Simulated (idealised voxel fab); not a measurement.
Process module name: voxel local oxidation
Cross-section cut: width 165 nm, square cells of 5 nm.
The cross-sections in this document take the form of a grid made of square cells. They are written out as bands, in order from top to bottom. Each band consists of one or more rows of cells. This entry defines a band. It first specifies the height of the band's top and the height of its bottom in nm, and then specifies the band's materials from left to right, stating each material with its width in nm. The word "throughout" identifies a single material that fills the band from edge to edge, while the word "blank" identifies empty space. Heights are expressed relative to 0, this being the level below which the as-received wafer comprises one material exclusively. The lowest band is unbounded in the downward direction and is denoted as in "0 down". Width "30->40": first value at the band's top row of cells, second value at its bottom row, equal change from row to row. Any step labelled "identical to before" changed none of the cells in the cross-section. The list in "Enclosed internal voids" covers empty spaces of 8 cells or more that cannot reach the top through any open way, and it gives each as width x height at distance; the distance is from the left edge, and width, height and distance are in nm. Past the settings on a step's line: simulator remark, on that step. You can add "overlay nm" to a step's line. For a step with a mask, it describes how far the mask lay to the right of its planned position, and a negative number describes a lay to the left.
### Below is the list of planned process steps
1. RECEIVE, material Si
2. OXIDIZE, depth nm 5
3. CONFORMAL_DEP, material SiN, thk nm 15
4. PATTERN, tone cover, mask id ACTIVE, material resist, width nm 105, thk nm 15, overlay nm 0
5. DIRECTIONAL_ETCH, etch materials SiN, depth nm 15
6. STRIP, etch materials resist
7. SELECTIVE_ETCH, etch materials SiO2, depth nm 5
8. OXIDIZE, depth nm 15
9. STRIP, etch materials SiN
### Cross-section, incoming material, after step 1
	0 down | Si throughout
	Enclosed internal voids: none
### Here's the cross-section of the first of our two wafers at the end of the module - it ran as planned
	0 to -5 | blank 35, SiO2 95, blank 35
	-5 to -20 | SiO2 50, Si 65, SiO2 50
	-20 down | Si throughout
	Enclosed internal voids: none
### Wafer two, sectioned after the module: the first wafer's start, the first wafer's plan, and one mistake in how it was run
	0 to -5 | blank 30, SiO2 95, blank 40
	-5 to -20 | SiO2 45, Si 65, SiO2 55
	-20 down | Si throughout
	Enclosed internal voids: none
What was done differently from what was planned? so step 4 ended up running with a different setting than we planned, it ran as PATTERN, tone cover, mask id ACTIVE, material resist, width nm 105, thk nm 15, overlay nm -5
Tallied in cells, the final second wafer holds each material in the same quantity as the first, although not at the same places.
